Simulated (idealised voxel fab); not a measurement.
process module | voxel self aligned contacts
cross-section cut | 255 nm wide | cells 5 nm
A cross-section is a grid of square cells, given in bands from the top down. A band is one or more rows of cells.
Each band's line starts with the height of the band's top and of its bottom, in nm. Then come its materials from left to right, each with its width in nm. One material with "throughout" fills the band from edge to edge. "air" is empty space.
Height 0 is the level under which the wafer as received is all one material. The lowest band goes on downwards, as in "0 down".
A width such as "30 to 40" changes by the same amount from each row of cells to the next, from the band's top row to its bottom row.
"no change" after a step means that no cell of the cross-section changed.
closed voids: empty space of 8 cells or more with no open way to the top, each as width x height at its distance from the left edge, in nm
after a step's settings: what the simulator itself notes on the step
overlay nm, on a step with a mask: how far to the right of its planned place the mask lay; to the left if negative
plan
1 op RECEIVE | material Si
2 op CONFORMAL_DEP | material SiO2 | thk nm 5
3 op DIRECTIONAL_DEP | material polySi | thk nm 30
4 op DIRECTIONAL_DEP | material SiN | thk nm 25
5 op DIRECTIONAL_DEP | material aC | thk nm 15
6 op PATTERN | tone cover | mask id GATE | material resist | width nm 35 | pitch nm 75 | thk nm 35 | overlay nm 0
7 op DIRECTIONAL_ETCH | etch materials aC | depth nm 15
8 op STRIP | etch materials resist
9 op DIRECTIONAL_ETCH | etch materials SiN | depth nm 25
10 op DIRECTIONAL_ETCH | etch materials polySi | depth nm 30
11 op STRIP | etch materials aC
12 op CONFORMAL_DEP | material SiN | thk nm 10
13 op DIRECTIONAL_ETCH | etch materials SiN | depth nm 10
14 op FILL_DEP | material SiO2 | thk nm 15
15 op CMP | height nm 70
16 op MASKED_ETCH | tone open | mask id CONTACT | width nm 60 | etch materials SiO2 | depth nm 70 | overlay nm 0
17 op CONFORMAL_DEP | material TiN | thk nm 5
18 op FILL_DEP | material W | thk nm 10
19 op CMP | height nm 70
20 op CONFORMAL_DEP | material SiN | thk nm 5
as received, after step 1
  0 down: Si throughout
  closed voids: none
a wafer at the end: this start, this plan, one mistake
  75 to 70: SiN throughout
  70 to 60: SiO2 95 | TiN 5 to 35 | W 50 to 10 | TiN 5 to 15 | SiO2 100
  60 to 35: SiO2 70 | SiN 55 | TiN 5 | W 10 | TiN 5 | SiN 55 | SiO2 55
  35 to 5: SiO2 70 | SiN 10 | polySi 35 | SiN 10 | TiN 5 | W 10 | TiN 5 | SiN 10 | polySi 35 | SiN 10 | SiO2 55
  5 to 0: SiO2 125 | TiN 20 | SiO2 110
  0 down: Si throughout
  closed voids: none
what went wrong: step 6 ran as: op PATTERN | tone cover | mask id GATE | material resist | width nm 35 | pitch nm 75 | thk nm 35 | overlay nm 10
